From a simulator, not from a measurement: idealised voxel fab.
Herein follows the process module entitled voxel transistor to metal.
Section cut is 270 nm wide and gridded with 5 nm square cells.
When this document writes out a cross-section, it uses a grid of square cells and lists it as bands, beginning at the top and moving down, with a band standing for one or more rows of cells.
The entry gives the band's vertical extent as a top height and a bottom height in nm, then its horizontal make-up as materials from left to right, each with a width in nm. "empty" stands for empty space; a single material marked "everywhere" fills the band edge to edge.
The level at which height equals 0 is the one under which the wafer, as it arrives, is entirely one material. No lower edge exists for the bottom band, which continues downward and is notated as in "0 nm and below".
Think of "30->40" as a width that walks from the first number to the second as you go down the band, top row to bottom row, taking equal-sized steps from row to row.
Step marked "nothing got changed"? Then no cell in the cross-section changed in it.
If an empty space has no open way to the top and is at least 8 cells in size, "Entrapped voids" lists it, written width x height at distance, where distance is measured from the left edge and every value is in nm.
Heads up: the bit after the settings on a step's line is the simulator's remark on that step.
overlay nm: mask offset rightward from planned place, masked step; negative means leftward offset.
**The following list gives the planned process steps**
1: RECEIVE | material Si
2: CONFORMAL_DEP | material SiO2 | thk nm 5
3: CONFORMAL_DEP | material SiN | thk nm 10
4: PATTERN | tone cover | mask id ACTIVE | material resist | width nm 95 | pitch nm 125 | thk nm 15 | overlay nm 0
5: DIRECTIONAL_ETCH | etch materials SiN | depth nm 10
6: DIRECTIONAL_ETCH | etch materials SiO2 | depth nm 5
7: DIRECTIONAL_ETCH | etch materials Si | depth nm 20
8: STRIP | etch materials resist
9: FILL_DEP | material SiO2 | thk nm 15
10: CMP | height nm 15
11: SELECTIVE_ETCH | etch materials SiO2 | depth nm 5
12: STRIP | etch materials SiN
13: SELECTIVE_ETCH | etch materials SiO2 | depth nm 5
14: OXIDIZE | depth nm 5
15: DIRECTIONAL_DEP | material polySi | thk nm 25
16: DIRECTIONAL_DEP | material SiCN | thk nm 15
17: PATTERN | tone cover | mask id GATE | material resist | width nm 25 | pitch nm 125 | thk nm 20 | overlay nm 0
18: DIRECTIONAL_ETCH | etch materials SiCN | depth nm 25
19: DIRECTIONAL_ETCH | etch materials polySi | depth nm 35
20: STRIP | etch materials resist
21: CONFORMAL_DEP | material SiO2 | thk nm 5
22: DIRECTIONAL_ETCH | etch materials SiO2 | depth nm 5
23: CONFORMAL_DEP | material SiN | thk nm 5
24: DIRECTIONAL_ETCH | etch materials SiN | depth nm 5
25: DIRECTIONAL_ETCH | etch materials SiO2 | depth nm 5
26: DIRECTIONAL_ETCH | etch materials Si | depth nm 10
27: EPI | material nSi | thk nm 10
28: FILL_DEP | material SiO2 | thk nm 10
29: CMP | height nm 40
30: DIRECTIONAL_DEP | material SiO2 | thk nm 15
31: DIRECTIONAL_DEP | material aC | thk nm 10
32: PATTERN | tone open | mask id CONTACT | material resist | width nm 15 | thk nm 30 | overlay nm 0
33: DIRECTIONAL_ETCH | etch materials aC | depth nm 10
34: STRIP | etch materials resist
35: DIRECTIONAL_ETCH | etch materials SiO2 | depth nm 50
36: STRIP | etch materials aC
37: CONFORMAL_DEP | material TiN | thk nm 5
38: FILL_DEP | material W | thk nm 10
39: CMP | height nm 55
40: CONFORMAL_DEP | material SiCN | thk nm 5
41: DIRECTIONAL_DEP | material SiO2 | thk nm 20
42: DIRECTIONAL_DEP | material aC | thk nm 15
43: PATTERN | tone open | mask id METAL_1 | material resist | width nm 15 | thk nm 30 | overlay nm 0
44: DIRECTIONAL_ETCH | etch materials aC | depth nm 15
45: STRIP | etch materials resist
46: DIRECTIONAL_ETCH | etch materials SiO2 | depth nm 20
47: DIRECTIONAL_ETCH | etch materials SiCN | depth nm 5
48: STRIP | etch materials aC
49: CONFORMAL_DEP | material TiN | thk nm 5
50: FILL_DEP | material Cu | thk nm 5
51: CMP | height nm 80
52: EPI | material Ru | thk nm 5
53: FILL_DEP | material SiCN | thk nm 5
**As-received state of the wafer in cross-section, equivalent to post-step 1**
  0 nm and below | Si everywhere
  Entrapped voids: none
**The first of two wafers, cross-sectioned at the end of the module, with the run proceeding as planned**
  90 nm to 85 nm | SiCN everywhere
  85 nm to 80 nm | 25 SiCN, then 25 Ru, then 45 SiCN, then 25 Ru, then 30 SiCN, then 25 Ru, then 45 SiCN, then 25 Ru, then 25 SiCN
  80 nm to 60 nm | 30 SiO2, then 5 TiN, then 5 Cu, then 5 TiN, then 55 SiO2, then 5 TiN, then 5 Cu, then 5 TiN, then 40 SiO2, then 5 TiN, then 5 Cu, then 5 TiN, then 55 SiO2, then 5 TiN, then 5 Cu, then 5 TiN, then 30 SiO2
  60 nm to 55 nm | 30 SiCN, then 15 TiN, then 55 SiCN, then 15 TiN, then 40 SiCN, then 15 TiN, then 55 SiCN, then 15 TiN, then 30 SiCN
  55 nm to 40 nm | 30 SiO2, then 5 TiN, then 5 W, then 5 TiN, then 55 SiO2, then 5 TiN, then 5 W, then 5 TiN, then 40 SiO2, then 5 TiN, then 5 W, then 5 TiN, then 55 SiO2, then 5 TiN, then 5 W, then 5 TiN, then 30 SiO2
  40 nm to 25 nm | 30 SiO2, then 5 TiN, then 5 W, then 5 TiN, then 5 SiO2, then 5 SiN, then 5 SiO2, then 25 SiCN, then 5 SiO2, then 5 SiN, then 5 SiO2, then 5 TiN, then 5 W, then 5 TiN, then 40 SiO2, then 5 TiN, then 5 W, then 5 TiN, then 5 SiO2, then 5 SiN, then 5 SiO2, then 25 SiCN, then 5 SiO2, then 5 SiN, then 5 SiO2, then 5 TiN, then 5 W, then 5 TiN, then 30 SiO2
  25 nm to 10 nm | 30 SiO2, then 5 TiN, then 5 W, then 5 TiN, then 5 SiO2, then 5 SiN, then 5 SiO2, then 25 polySi, then 5 SiO2, then 5 SiN, then 5 SiO2, then 5 TiN, then 5 W, then 5 TiN, then 40 SiO2, then 5 TiN, then 5 W, then 5 TiN, then 5 SiO2, then 5 SiN, then 5 SiO2, then 25 polySi, then 5 SiO2, then 5 SiN, then 5 SiO2, then 5 TiN, then 5 W, then 5 TiN, then 30 SiO2
  10 nm to 5 nm | 30 SiO2, then 15 TiN, then 5 SiO2, then 5 SiN, then 5 SiO2, then 25 polySi, then 5 SiO2, then 5 SiN, then 5 SiO2, then 15 TiN, then 40 SiO2, then 15 TiN, then 5 SiO2, then 5 SiN, then 5 SiO2, then 25 polySi, then 5 SiO2, then 5 SiN, then 5 SiO2, then 15 TiN, then 30 SiO2
  5 nm to 0 nm | 25 SiO2, then 5 SiN, then 20 nSi, then 5 SiN, then 5 SiO2, then 25 polySi, then 5 SiO2, then 5 SiN, then 20 nSi, then 5 SiN, then 30 SiO2, then 5 SiN, then 20 nSi, then 5 SiN, then 5 SiO2, then 25 polySi, then 5 SiO2, then 5 SiN, then 20 nSi, then 5 SiN, then 25 SiO2
  0 nm to -5 nm | 30 SiO2, then 20 nSi, then 45 SiO2, then 20 nSi, then 40 SiO2, then 20 nSi, then 45 SiO2, then 20 nSi, then 30 SiO2
  -5 nm to -15 nm | 25 SiO2, then 5 Si, then 20 nSi, then 45 Si, then 20 nSi, then 5 Si, then 30 SiO2, then 5 Si, then 20 nSi, then 45 Si, then 20 nSi, then 5 Si, then 25 SiO2
  -15 nm to -20 nm | 25 SiO2, then 95 Si, then 30 SiO2, then 95 Si, then 25 SiO2
  -20 nm and below | Si everywhere
  Entrapped voids: none
**Cross-sectional view of the second of two wafers upon completion of the module. This wafer shared its starting condition and process plan with the first; one error was made during its execution**
  90 nm to 85 nm | SiCN everywhere
  85 nm to 80 nm | 25 SiCN, then 25 Ru, then 45 SiCN, then 25 Ru, then 30 SiCN, then 25 Ru, then 45 SiCN, then 25 Ru, then 25 SiCN
  80 nm to 60 nm | 30 SiO2, then 5 TiN, then 5 Cu, then 5 TiN, then 55 SiO2, then 5 TiN, then 5 Cu, then 5 TiN, then 40 SiO2, then 5 TiN, then 5 Cu, then 5 TiN, then 55 SiO2, then 5 TiN, then 5 Cu, then 5 TiN, then 30 SiO2
  60 nm to 55 nm | 30 SiCN, then 15 TiN, then 55 SiCN, then 15 TiN, then 40 SiCN, then 15 TiN, then 55 SiCN, then 15 TiN, then 30 SiCN
  55 nm to 40 nm | 30 SiO2, then 5 TiN, then 5 W, then 5 TiN, then 55 SiO2, then 5 TiN, then 5 W, then 5 TiN, then 40 SiO2, then 5 TiN, then 5 W, then 5 TiN, then 55 SiO2, then 5 TiN, then 5 W, then 5 TiN, then 30 SiO2
  40 nm to 25 nm | 30 SiO2, then 5 TiN, then 5 W, then 5 TiN, then 15 SiO2, then 25 SiCN, then 15 SiO2, then 5 TiN, then 5 W, then 5 TiN, then 40 SiO2, then 5 TiN, then 5 W, then 5 TiN, then 15 SiO2, then 25 SiCN, then 15 SiO2, then 5 TiN, then 5 W, then 5 TiN, then 30 SiO2
  25 nm to 10 nm | 30 SiO2, then 5 TiN, then 5 W, then 5 TiN, then 15 SiO2, then 25 polySi, then 15 SiO2, then 5 TiN, then 5 W, then 5 TiN, then 40 SiO2, then 5 TiN, then 5 W, then 5 TiN, then 15 SiO2, then 25 polySi, then 15 SiO2, then 5 TiN, then 5 W, then 5 TiN, then 30 SiO2
  10 nm to 5 nm | 30 SiO2, then 15 TiN, then 15 SiO2, then 25 polySi, then 15 SiO2, then 15 TiN, then 40 SiO2, then 15 TiN, then 15 SiO2, then 25 polySi, then 15 SiO2, then 15 TiN, then 30 SiO2
  5 nm to 0 nm | 45 SiO2, then 10 nSi, then 5 SiO2, then 25 polySi, then 5 SiO2, then 10 nSi, then 70 SiO2, then 10 nSi, then 5 SiO2, then 25 polySi, then 5 SiO2, then 10 nSi, then 45 SiO2
  0 nm to -5 nm | 45 SiO2, then 10 nSi, then 35 SiO2, then 10 nSi, then 70 SiO2, then 10 nSi, then 35 SiO2, then 10 nSi, then 45 SiO2
  -5 nm to -15 nm | 25 SiO2, then 30 nSi, then 35 Si, then 30 nSi, then 30 SiO2, then 30 nSi, then 35 Si, then 30 nSi, then 25 SiO2
  -15 nm to -20 nm | 25 SiO2, then 95 Si, then 30 SiO2, then 95 Si, then 25 SiO2
  -20 nm and below | Si everywhere
  Entrapped voids: none
Run error: step 23 of the plan got skipped, so it never ran
Final cells, second wafer relative to first, materials higher or lower: 16 fewer of Si, 36 fewer of SiN, 52 more of SiO2
